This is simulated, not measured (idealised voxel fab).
process module | voxel ribs on slabs
cross-section cut | 270 nm wide | cells 5 nm
A cross-section is a grid of square cells, given in bands from the top down. A band is one or more rows of cells.
Each band's line starts with the height of the band's top and of its bottom, in nm. Then come its materials from left to right, each with its width in nm. One material with "throughout" fills the band from edge to edge. "air" is empty space.
Height 0 is the level under which the wafer as received is all one material. The lowest band goes on downwards, as in "0 down".
A width such as "30 to 40" changes by the same amount from each row of cells to the next, from the band's top row to its bottom row.
"no change" after a step means that no cell of the cross-section changed.
closed voids: empty space of 8 cells or more with no open way to the top, each as width x height at its distance from the left edge, in nm
after a step's settings: what the simulator itself notes on the step
overlay nm, on a step with a mask: how far to the right of its planned place the mask lay; to the left if negative
plan
1 op RECEIVE | material Si
2 op DIRECTIONAL_DEP | material SiO2 | thk nm 30
3 op DIRECTIONAL_DEP | material SiN | thk nm 20
4 op MASKED_ETCH | tone cover | mask id RIB | width nm 20 | etch materials SiN | depth nm 15 | overlay nm 0
5 op MASKED_ETCH | tone cover | mask id SLAB | width nm 50 | etch materials SiN | depth nm 5 | overlay nm 0
6 op FILL_DEP | material SiO2 | thk nm 20
7 op CMP | height nm 65
8 op DIRECTIONAL_DEP | material TiN | thk nm 5
9 op DIRECTIONAL_DEP | material aC | thk nm 15
10 op PATTERN | tone cover | mask id HEATER | material resist | width nm 30 | thk nm 35 | overlay nm 0
11 op DIRECTIONAL_ETCH | etch materials aC | depth nm 15
12 op STRIP | etch materials resist
13 op DIRECTIONAL_ETCH | etch materials TiN | depth nm 5
14 op STRIP | etch materials aC
15 op CONFORMAL_DEP | material SiO2 | thk nm 5
as received, after step 1
  0 down: Si throughout
  closed voids: none
first wafer at the end, as planned
  75 to 70: air 115 | SiO2 40 | air 115
  70 to 65: SiO2 120 | TiN 30 | SiO2 120
  65 to 50: SiO2 throughout
  50 to 35: SiO2 125 | SiN 20 | SiO2 125
  35 to 30: SiO2 110 | SiN 50 | SiO2 110
  30 to 0: SiO2 throughout
  0 down: Si throughout
  closed voids: none
second wafer at the end: like start, like plan, one mistake
  75 to 70: air 120 | SiO2 35 | air 115
  70 to 65: SiO2 125 | TiN 25 | SiO2 120
  65 to 50: SiO2 throughout
  50 to 35: SiO2 125 | SiN 20 | SiO2 125
  35 to 30: SiO2 110 | SiN 50 | SiO2 110
  30 to 0: SiO2 throughout
  0 down: Si throughout
  closed voids: none
what went wrong: step 10 ran as: op PATTERN | tone cover | mask id HEATER | material resist | width nm 25 | thk nm 35 | overlay nm 0
at the end the second wafer has, in cells: 1 fewer of TiN
